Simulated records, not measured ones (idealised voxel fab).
process module | voxel capacitor over wiring
Xsec cut, 280 nm wide, square cell size 5 nm.
Reading order for cross-sections: top band down to bottom band. Underlying form: a grid of square cells. Band size: one or more rows of cells. This entry defines a band. It first specifies the height of the band's top and the height of its bottom in nm, and then specifies the band's materials from left to right, stating each material with its width in nm. The word "everywhere" identifies a single material that fills the band from edge to edge, while the word "air" identifies empty space. Heads up on the height convention: 0 is the point under which the incoming wafer is all one material, and the lowest band has no bottom, it just keeps going down, like "from 0 down". A width such as "30->40" changes by the same amount from each row of cells to the next, from the band's top row to its bottom row. "remains unaltered" after a step means that no cell of the cross-section changed. Heads up: "Internal closed voids" only lists the empty pockets with no open path to the top that are 8 cells or more, and it writes them as width x height at distance, distance from the left edge, in nm. Where a step's line continues beyond its settings, the continuation is a remark by the simulator itself on that step. When a step includes a mask, the "overlay nm" setting on its line states how far to the right of its planned place that mask lay, and negative values state how far to the left.
Listed below are the process steps as planned
1,RECEIVE [material Si]
2,CONFORMAL_DEP [material SiO2] [thk nm 15]
3,DIRECTIONAL_DEP [material TiN] [thk nm 5]
4,DIRECTIONAL_DEP [material W] [thk nm 20]
5,DIRECTIONAL_DEP [material aC] [thk nm 10]
6,PATTERN [tone cover] [mask id METAL_1] [material resist] [width nm 30] [pitch nm 100] [thk nm 30] [overlay nm 0]
7,DIRECTIONAL_ETCH [etch materials aC] [depth nm 10]
8,STRIP [etch materials resist]
9,DIRECTIONAL_ETCH [etch materials W] [depth nm 20]
10,DIRECTIONAL_ETCH [etch materials TiN] [depth nm 5]
11,STRIP [etch materials aC]
12,FILL_DEP [material SiO2] [thk nm 5]
13,CMP [height nm 40]
14,CONFORMAL_DEP [material SiCN] [thk nm 5]
15,DIRECTIONAL_DEP [material SiO2] [thk nm 20]
16,PATTERN [tone open] [mask id PLUG_1] [material resist] [width nm 15] [thk nm 15] [overlay nm 0]
17,DIRECTIONAL_ETCH [etch materials SiO2] [depth nm 20]
18,DIRECTIONAL_ETCH [etch materials SiCN] [depth nm 5]
19,STRIP [etch materials resist]
20,CONFORMAL_DEP [material TiN] [thk nm 5]
21,FILL_DEP [material Cu] [thk nm 5]
22,CMP [height nm 65]
23,DIRECTIONAL_DEP [material TiN] [thk nm 10]
24,DIRECTIONAL_DEP [material HfO2] [thk nm 5]
25,DIRECTIONAL_DEP [material TiN] [thk nm 5]
26,DIRECTIONAL_DEP [material aC] [thk nm 15]
27,PATTERN [tone cover] [mask id UPPER_PLATE] [material resist] [width nm 75] [thk nm 30] [overlay nm 0]
28,DIRECTIONAL_ETCH [etch materials aC] [depth nm 15]
29,STRIP [etch materials resist]
30,DIRECTIONAL_ETCH [etch materials TiN] [depth nm 5]
31,DIRECTIONAL_ETCH [etch materials HfO2] [depth nm 5]
32,STRIP [etch materials aC]
33,MASKED_ETCH [tone cover] [mask id LOWER_PLATE] [width nm 85] [etch materials TiN] [depth nm 10] [overlay nm -15]
34,FILL_DEP [material SiO2] [thk nm 20]
35,CMP [height nm 100]
36,DIRECTIONAL_DEP [material aC] [thk nm 15]
37,PATTERN [tone open] [mask id PLUG_2] [material resist] [width nm 15] [thk nm 35] [overlay nm 0]
38,DIRECTIONAL_ETCH [etch materials aC] [depth nm 15]
39,STRIP [etch materials resist]
40,DIRECTIONAL_ETCH [etch materials SiO2] [depth nm 15]
41,STRIP [etch materials aC]
42,CONFORMAL_DEP [material TiN] [thk nm 5]
43,FILL_DEP [material Ru] [thk nm 10]
44,CMP [height nm 100]
45,CONFORMAL_DEP [material SiCN] [thk nm 5]
Variable across wafers: step 33 overlay nm (plan value is that of the first wafer; starting state common to all).
As-received cross-section, first of several wafers, post step 1
	from 0 down = Si everywhere
	Internal closed voids: none
Quick look at the cross-section of the first of several wafers after step 45, which wraps up the module
	from 105 to 100 = SiCN everywhere
	from 100 to 90 = SiO2 100 / TiN 5 / Ru 5 / TiN 5 / SiO2 165
	from 90 to 80 = SiO2 100->90 / TiN 15->65 / SiO2 165->125
	from 80 to 75 = SiO2 90 / HfO2 75 / SiO2 115
	from 75 to 65 = SiO2 70 / TiN 95 / SiO2 115
	from 65 to 45 = SiO2 90 / TiN 5 / Cu 5 / TiN 5 / SiO2 175
	from 45 to 40 = SiCN 90 / TiN 15 / SiCN 175
	from 40 to 20 = SiO2 75 / W 30 / SiO2 70 / W 30 / SiO2 75
	from 20 to 15 = SiO2 75 / TiN 30 / SiO2 70 / TiN 30 / SiO2 75
	from 15 to 0 = SiO2 everywhere
	from 0 down = Si everywhere
	Internal closed voids: none
Cross-sectional depiction of the last of several wafers upon completion of the module
	from 105 to 100 = SiCN everywhere
	from 100 to 90 = SiO2 100 / TiN 5 / Ru 5 / TiN 5 / SiO2 165
	from 90 to 80 = SiO2 100 / TiN 15->65 / SiO2 165->115
	from 80 to 75 = SiO2 90 / HfO2 75 / SiO2 115
	from 75 to 65 = SiO2 90 / TiN 95 / SiO2 95
	from 65 to 45 = SiO2 90 / TiN 5 / Cu 5 / TiN 5 / SiO2 175
	from 45 to 40 = SiCN 90 / TiN 15 / SiCN 175
	from 40 to 20 = SiO2 75 / W 30 / SiO2 70 / W 30 / SiO2 75
	from 20 to 15 = SiO2 75 / TiN 30 / SiO2 70 / TiN 30 / SiO2 75
	from 15 to 0 = SiO2 everywhere
	from 0 down = Si everywhere
	Internal closed voids: none
Rows = wafers. At module end, each row lists per material the cells gained (+) or lost (-) since the wafer was received, then the closed voids
overlay nm -15; +4 Cu; +15 HfO2; +2 Ru; +109 SiCN; +917 SiO2; +81 TiN; +48 W; Internal closed voids: none
overlay nm -10; +4 Cu; +15 HfO2; +2 Ru; +109 SiCN; +918 SiO2; +80 TiN; +48 W; Internal closed voids: none
overlay nm -5; +4 Cu; +15 HfO2; +2 Ru; +109 SiCN; +919 SiO2; +79 TiN; +48 W; Internal closed voids: none
overlay nm 0; +4 Cu; +15 HfO2; +2 Ru; +109 SiCN; +919 SiO2; +79 TiN; +48 W; Internal closed voids: none
overlay nm 5; +4 Cu; +15 HfO2; +2 Ru; +109 SiCN; +919 SiO2; +79 TiN; +48 W; Internal closed voids: none
overlay nm 10; +4 Cu; +15 HfO2; +2 Ru; +109 SiCN; +918 SiO2; +80 TiN; +48 W; Internal closed voids: none
overlay nm 15; +4 Cu; +15 HfO2; +2 Ru; +109 SiCN; +917 SiO2; +81 TiN; +48 W; Internal closed voids: none
